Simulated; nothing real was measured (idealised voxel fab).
process module | voxel wiring stack
cross-section cut | 220 nm wide | cells 5 nm
A cross-section is a grid of square cells, given in bands from the top down. A band is one or more rows of cells.
Each band's line starts with the height of the band's top and of its bottom, in nm. Then come its materials from left to right, each with its width in nm. One material with "throughout" fills the band from edge to edge. "air" is empty space.
Height 0 is the level under which the wafer as received is all one material. The lowest band goes on downwards, as in "0 down".
A width such as "30 to 40" changes by the same amount from each row of cells to the next, from the band's top row to its bottom row.
"no change" after a step means that no cell of the cross-section changed.
closed voids: empty space of 8 cells or more with no open way to the top, each as width x height at its distance from the left edge, in nm
after a step's settings: what the simulator itself notes on the step
overlay nm, on a step with a mask: how far to the right of its planned place the mask lay; to the left if negative
plan
1 op RECEIVE | material Si
2 op CONFORMAL_DEP | material SiO2 | thk nm 10
3 op DIRECTIONAL_DEP | material TiN | thk nm 5
4 op DIRECTIONAL_DEP | material Ru | thk nm 15
5 op MASKED_ETCH | tone cover | mask id METAL_1 | width nm 30 | pitch nm 50 | etch materials Ru | depth nm 15 | overlay nm 0
6 op MASKED_ETCH | tone cover | mask id METAL_1 | width nm 30 | pitch nm 50 | etch materials TiN | depth nm 5 | overlay nm 0
7 op FILL_DEP | material lowk | thk nm 5
8 op CMP | height nm 30
9 op CONFORMAL_DEP | material SiCN | thk nm 5
10 op DIRECTIONAL_DEP | material lowk | thk nm 10
11 op MASKED_ETCH | tone open | mask id PLUG_1 | width nm 15 | pitch nm 50 | etch materials lowk | depth nm 10 | overlay nm 0
12 op MASKED_ETCH | tone open | mask id PLUG_1 | width nm 15 | pitch nm 50 | etch materials SiCN | depth nm 5 | overlay nm 0
13 op EPI | material Ru | thk nm 10
14 op EPI | material Ru | thk nm 5
15 op DIRECTIONAL_DEP | material TiN | thk nm 5
16 op DIRECTIONAL_DEP | material Ru | thk nm 20
17 op DIRECTIONAL_DEP | material aC | thk nm 10
18 op PATTERN | tone cover | mask id METAL_2 | material resist | width nm 30 | pitch nm 50 | thk nm 30 | overlay nm 0
19 op DIRECTIONAL_ETCH | etch materials aC | depth nm 10
20 op STRIP | etch materials resist
21 op DIRECTIONAL_ETCH | etch materials Ru | depth nm 20
22 op DIRECTIONAL_ETCH | etch materials TiN | depth nm 5
23 op STRIP | etch materials aC
24 op CONFORMAL_DEP | material SiN | thk nm 5
25 op FILL_DEP | material SiO2 | thk nm 5
26 op CMP | height nm 70
27 op CONFORMAL_DEP | material SiCN | thk nm 5
28 op DIRECTIONAL_DEP | material lowk | thk nm 20
29 op PATTERN | tone open | mask id PLUG_2 | material resist | width nm 15 | pitch nm 50 | thk nm 20 | overlay nm 0
30 op DIRECTIONAL_ETCH | etch materials lowk | depth nm 20
31 op DIRECTIONAL_ETCH | etch materials SiCN | depth nm 5
32 op STRIP | etch materials resist
33 op EPI | material Ru | thk nm 10
34 op EPI | material Ru | thk nm 10
35 op EPI | material Ru | thk nm 5
36 op CONFORMAL_DEP | material SiCN | thk nm 5
37 op DIRECTIONAL_DEP | material lowk | thk nm 25
38 op MASKED_ETCH | tone open | mask id METAL_3 | width nm 30 | pitch nm 50 | etch materials lowk | depth nm 25 | overlay nm 0
39 op MASKED_ETCH | tone open | mask id METAL_3 | width nm 30 | pitch nm 50 | etch materials SiCN | depth nm 5 | overlay nm 0
40 op CONFORMAL_DEP | material TiN | thk nm 5
41 op FILL_DEP | material W | thk nm 5
42 op CMP | height nm 125
43 op EPI | material Ru | thk nm 5
44 op FILL_DEP | material SiCN | thk nm 5
varied across the wafers: width nm of step 29. The plan shows the first wafer's value. All wafers start alike
first wafer as received, after step 1
  0 down: Si throughout
  closed voids: none
first wafer at the end, after step 44
  135 to 130: SiCN throughout
  130 to 125: SiCN 40 | Ru 40 | SiCN 10 | Ru 40 | SiCN 10 | Ru 40 | SiCN 40
  125 to 100: lowk 45 | TiN 5 | W 20 | TiN 5 | lowk 20 | TiN 5 | W 20 | TiN 5 | lowk 20 | TiN 5 | W 20 | TiN 5 | lowk 45
  100 to 95: SiCN 45 | TiN 30 | SiCN 20 | TiN 30 | SiCN 20 | TiN 30 | SiCN 45
  95 to 75: lowk 45 | Ru 15 | lowk 35 | Ru 15 | lowk 35 | Ru 15 | lowk 60
  75 to 70: SiCN 45 | Ru 15 | SiCN 35 | Ru 15 | SiCN 35 | Ru 15 | SiCN 60
  70 to 50: SiO2 40 | SiN 5 | Ru 30 | SiN 5 | SiO2 10 | SiN 5 | Ru 30 | SiN 5 | SiO2 10 | SiN 5 | Ru 30 | SiN 5 | SiO2 40
  50 to 45: SiN 45 | TiN 30 | SiN 20 | TiN 30 | SiN 20 | TiN 30 | SiN 45
  45 to 35: lowk 45 | Ru 15 | lowk 35 | Ru 15 | lowk 35 | Ru 15 | lowk 60
  35 to 30: SiCN 45 | Ru 15 | SiCN 35 | Ru 15 | SiCN 35 | Ru 15 | SiCN 60
  30 to 15: lowk 45 | Ru 30 | lowk 20 | Ru 30 | lowk 20 | Ru 30 | lowk 45
  15 to 10: lowk 45 | TiN 30 | lowk 20 | TiN 30 | lowk 20 | TiN 30 | lowk 45
  10 to 0: SiO2 throughout
  0 down: Si throughout
  closed voids: none
last wafer at the end
  135 to 130: SiCN throughout
  130 to 125: SiCN 40 | Ru 40 | SiCN 10 | Ru 40 | SiCN 10 | Ru 40 | SiCN 40
  125 to 100: lowk 45 | TiN 5 | W 20 | TiN 5 | lowk 20 | TiN 5 | W 20 | TiN 5 | lowk 20 | TiN 5 | W 20 | TiN 5 | lowk 45
  100 to 95: SiCN 45 | TiN 30 | SiCN 20 | TiN 30 | SiCN 20 | TiN 30 | SiCN 45
  95 to 75: lowk 40 | Ru 30 | lowk 20 | Ru 30 | lowk 20 | Ru 30 | lowk 50
  75 to 70: SiCN 40 | Ru 30 | SiCN 20 | Ru 30 | SiCN 20 | Ru 30 | SiCN 50
  70 to 50: SiO2 40 | SiN 5 | Ru 30 | SiN 5 | SiO2 10 | SiN 5 | Ru 30 | SiN 5 | SiO2 10 | SiN 5 | Ru 30 | SiN 5 | SiO2 40
  50 to 45: SiN 45 | TiN 30 | SiN 20 | TiN 30 | SiN 20 | TiN 30 | SiN 45
  45 to 35: lowk 45 | Ru 15 | lowk 35 | Ru 15 | lowk 35 | Ru 15 | lowk 60
  35 to 30: SiCN 45 | Ru 15 | SiCN 35 | Ru 15 | SiCN 35 | Ru 15 | SiCN 60
  30 to 15: lowk 45 | Ru 30 | lowk 20 | Ru 30 | lowk 20 | Ru 30 | lowk 45
  15 to 10: lowk 45 | TiN 30 | lowk 20 | TiN 30 | lowk 20 | TiN 30 | lowk 45
  10 to 0: SiO2 throughout
  0 down: Si throughout
  closed voids: none
each wafer at the end: cells of each material gained (+) or lost (-) since it was received, then its closed voids
width nm 15 | +222 Ru | +160 SiCN | +50 SiN | +168 SiO2 | +84 TiN | +60 W | +444 lowk | closed voids: none
width nm 20 | +237 Ru | +157 SiCN | +50 SiN | +168 SiO2 | +84 TiN | +60 W | +432 lowk | closed voids: none
width nm 25 | +252 Ru | +154 SiCN | +50 SiN | +168 SiO2 | +84 TiN | +60 W | +420 lowk | closed voids: none
width nm 30 | +267 Ru | +151 SiCN | +50 SiN | +168 SiO2 | +84 TiN | +60 W | +408 lowk | closed voids: none
